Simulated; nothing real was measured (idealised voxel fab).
Documented hereafter: the process module known as voxel tone inversion.
The cross-section on display is named cut; it measures 255 nm wide, and its cells are 5 nm squares.
Cross-section format: a grid of square cells, given as bands from top to bottom; each band is one or more rows of cells.
Quick guide to a band line: top height, bottom height (nm) up front; then every material left to right with its width in nm. Only one material and it's marked "throughout"? Then it fills the band edge to edge. And "blank" just means empty space.
Heights from 0 (as-received wafer is one material below). Bottom band endless downward, as "0 and below".
So if you see something like "30 to 40" for the width, read it as the top row of the band sitting at the first number and the bottom row at the second, with every row in between moving by the same amount as the last.
Reading "no change" for a step: not a cell of the cross-section changed in it.
"Closed void entries" lists enclosed empty spaces (at least 8 cells, no open path upward to the top), each as width x height at distance from the left edge, in nm.
The remark found on a step's line after its settings is issued by the simulator itself and pertains to that step.
overlay nm: for a step with a mask, the amount by which the mask lay right of where it was planned; a negative amount means left of it.

Set out below are the planned steps of the process:
1 RECEIVE (material Si)
2 CONFORMAL_DEP (material SiN; thk nm 5)
3 DIRECTIONAL_DEP (material aC; thk nm 20)
4 PATTERN (tone cover; mask id POSTS; material resist; width nm 20; pitch nm 35; thk nm 30; overlay nm 0)
5 DIRECTIONAL_ETCH (etch materials aC; depth nm 20)
6 STRIP (etch materials resist)
7 FILL_DEP (material SiO2; thk nm 5)
8 CMP (height nm 25)
9 STRIP (etch materials aC)
10 CONFORMAL_DEP (material TiN; thk nm 5)
11 FILL_DEP (material W; thk nm 5)
12 CMP (height nm 25)
13 CONFORMAL_DEP (material SiN; thk nm 5)

Step 1 complete: cross-section of the wafer as received:
    0 and below = Si throughout
    Closed void entries: none

Cross-sectional view of the first of the two wafers upon completion of the module, processed in accordance with the plan:
    30 down to 25 = SiN throughout
    25 down to 10 = SiO2 80 nm, TiN 5 nm, W 10 nm, TiN 5 nm, SiO2 15 nm, TiN 5 nm, W 10 nm, TiN 5 nm, SiO2 15 nm, TiN 5 nm, W 10 nm, TiN 5 nm, SiO2 85 nm
    10 down to 5 = SiO2 80 nm, TiN 20 nm, SiO2 15 nm, TiN 20 nm, SiO2 15 nm, TiN 20 nm, SiO2 85 nm
    5 down to 0 = SiN throughout
    0 and below = Si throughout
    Closed void entries: none

Second of two wafers, module complete, sectioned: it shares the first wafer's start and plan but was run with one mistake:
    30 down to 25 = SiN throughout
    25 down to 10 = SiO2 75 nm, TiN 5 nm, W 10 nm, TiN 5 nm, SiO2 15 nm, TiN 5 nm, W 10 nm, TiN 5 nm, SiO2 15 nm, TiN 5 nm, W 10 nm, TiN 5 nm, SiO2 90 nm
    10 down to 5 = SiO2 75 nm, TiN 20 nm, SiO2 15 nm, TiN 20 nm, SiO2 15 nm, TiN 20 nm, SiO2 90 nm
    5 down to 0 = SiN throughout
    0 and below = Si throughout
    Closed void entries: none
What broke from the plan during processing? step 4 went in with a setting other than planned; the actual run was PATTERN (tone cover; mask id POSTS; material resist; width nm 20; pitch nm 35; thk nm 30; overlay nm -5)
At the close, every material occupies the same number of cells on the second wafer as on the first, only in different positions.
